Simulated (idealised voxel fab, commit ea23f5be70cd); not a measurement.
Process module under the name voxel ribs on slabs
It is cross-section cut that appears here, measuring 270 nm in width, its square cells being 5 nm in size.
A cross-section in this document is a grid of square cells, and it is written down as bands, the top band listed before the ones below it; a band is made up of one or more rows of cells. Look at the band entry: it leads with the top's height and the bottom's height in nm. Then it lists the materials left to right, with a width in nm for each. The word "all across" on a single material says that material fills the band edge to edge. The word "empty" is empty space. A quick word on heights: they are counted from 0, and under that level the wafer as it came to us is one material throughout. The lowest band is different from the rest in having no bottom; it simply continues downward, written as in "0 nm and below". The two numbers in a width such as "30 to 40" mark its ends across the band: the first belongs to the top row of cells, the second to the bottom row, and from each row to the next the width moves by the same amount. "identical to before" for a step: no cell of the cross-section changed in that step. Any empty space of 8 cells or more lacking an open way to the top shows up in "Closed-off voids" as width x height at distance, distance from the left edge, in nm. Whatever follows a step's settings on its line is a remark the simulator itself makes about that step. Steps that use a mask can have "overlay nm" on their line. It says how far the mask sat to the right of where it was meant to be. Negative means to the left.

# Process steps foreseen in the plan
1. RECEIVE with material Si
2. DIRECTIONAL_DEP with material SiO2, thk nm 30
3. DIRECTIONAL_DEP with material SiN, thk nm 15
4. PATTERN with tone cover, mask id RIB, material resist, width nm 25, thk nm 20, overlay nm 0
5. DIRECTIONAL_ETCH with etch materials SiN, depth nm 15
6. STRIP with etch materials resist
7. PATTERN with tone cover, mask id SLAB, material resist, width nm 55, thk nm 20, overlay nm 0
8. DIRECTIONAL_ETCH with etch materials SiN, depth nm 5
9. STRIP with etch materials resist
10. FILL_DEP with material SiO2, thk nm 15
11. CMP with height nm 60
12. DIRECTIONAL_DEP with material W, thk nm 10
13. MASKED_ETCH with tone cover, mask id HEATER, width nm 35, etch materials W, depth nm 10, overlay nm 0
14. CONFORMAL_DEP with material SiN, thk nm 5
Wafer-to-wafer difference: thk nm, step 3. Common start. Plan = first wafer's value.

# First wafer of several, as received: cross-section after step 1
* 0 nm and below = Si all across
* Closed-off voids: none

# The rows of the table below are wafers. Looking at the end of the module, a row counts, for every material, the cells the wafer has gained, shown as (+), or lost, shown as (-), since it was received; its closed voids come next
thk nm 15, +73 SiN, +633 SiO2, +14 W, Closed-off voids: none
thk nm 20, +84 SiN, +622 SiO2, +14 W, Closed-off voids: none
thk nm 25, +138 SiN, +568 SiO2, +14 W, Closed-off voids: none
thk nm 30, +192 SiN, +514 SiO2, +14 W, Closed-off voids: none
thk nm 35, +241 SiN, +465 SiO2, +14 W, Closed-off voids: none
